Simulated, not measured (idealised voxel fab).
process module | voxel self aligned vias
cross-section cut | 225 nm wide | cells 5 nm
A cross-section is a grid of square cells, given in bands from the top down. A band is one or more rows of cells.
Each band's line starts with the height of the band's top and of its bottom, in nm. Then come its materials from left to right, each with its width in nm. One material with "throughout" fills the band from edge to edge. "air" is empty space.
Height 0 is the level under which the wafer as received is all one material. The lowest band goes on downwards, as in "0 down".
A width such as "30 to 40" changes by the same amount from each row of cells to the next, from the band's top row to its bottom row.
"no change" after a step means that no cell of the cross-section changed.
closed voids: empty space of 8 cells or more with no open way to the top, each as width x height at its distance from the left edge, in nm
after a step's settings: what the simulator itself notes on the step
overlay nm, on a step with a mask: how far to the right of its planned place the mask lay; to the left if negative
plan
1 op RECEIVE | material Si
2 op CONFORMAL_DEP | material SiO2 | thk nm 10
3 op CONFORMAL_DEP | material SiCN | thk nm 5
4 op DIRECTIONAL_DEP | material lowk | thk nm 20
5 op MASKED_ETCH | tone open | mask id LINES | width nm 30 | pitch nm 70 | etch materials lowk | depth nm 20 | overlay nm 0
6 op CONFORMAL_DEP | material TiN | thk nm 5
7 op FILL_DEP | material W | thk nm 5
8 op CMP | height nm 35
9 op SELECTIVE_ETCH | etch materials W Ru TiN | depth nm 5
10 op FILL_DEP | material SiN | thk nm 10
11 op CMP | height nm 35
12 op DIRECTIONAL_DEP | material lowk | thk nm 15
13 op DIRECTIONAL_DEP | material aC | thk nm 15
14 op PATTERN | tone open | mask id VIAS | material resist | width nm 40 | pitch nm 70 | thk nm 35 | overlay nm 0
15 op DIRECTIONAL_ETCH | etch materials aC | depth nm 15
16 op STRIP | etch materials resist
17 op DIRECTIONAL_ETCH | etch materials lowk | depth nm 15
18 op DIRECTIONAL_ETCH | etch materials SiN | depth nm 5
19 op STRIP | etch materials aC
20 op CONFORMAL_DEP | material TiN | thk nm 5
21 op FILL_DEP | material Ru | thk nm 10
22 op CMP | height nm 50
23 op CONFORMAL_DEP | material SiN | thk nm 5
as received, after step 1
  0 down: Si throughout
  closed voids: none
a wafer at the end: this start, this plan, one mistake
  55 to 50: SiN throughout
  50 to 40: lowk 20 | TiN 5 | Ru 30 | TiN 5 | lowk 30 | TiN 5 | Ru 30 | TiN 5 | lowk 30 | TiN 5 | Ru 30 | TiN 5 | lowk 25
  40 to 35: lowk 20 | TiN 10 | Ru 20 | TiN 10 | lowk 30 | TiN 10 | Ru 20 | TiN 10 | lowk 30 | TiN 10 | Ru 20 | TiN 10 | lowk 25
  35 to 30: lowk 25 | TiN 30 | lowk 40 | TiN 30 | lowk 40 | TiN 30 | lowk 30
  30 to 20: lowk 25 | TiN 5 | W 20 | TiN 5 | lowk 40 | TiN 5 | W 20 | TiN 5 | lowk 40 | TiN 5 | W 20 | TiN 5 | lowk 30
  20 to 15: lowk 25 | TiN 30 | lowk 40 | TiN 30 | lowk 40 | TiN 30 | lowk 30
  15 to 5: SiO2 throughout
  5 to 0: SiCN throughout
  0 down: Si throughout
  closed voids: none
what went wrong: steps 2 and 3 were swapped
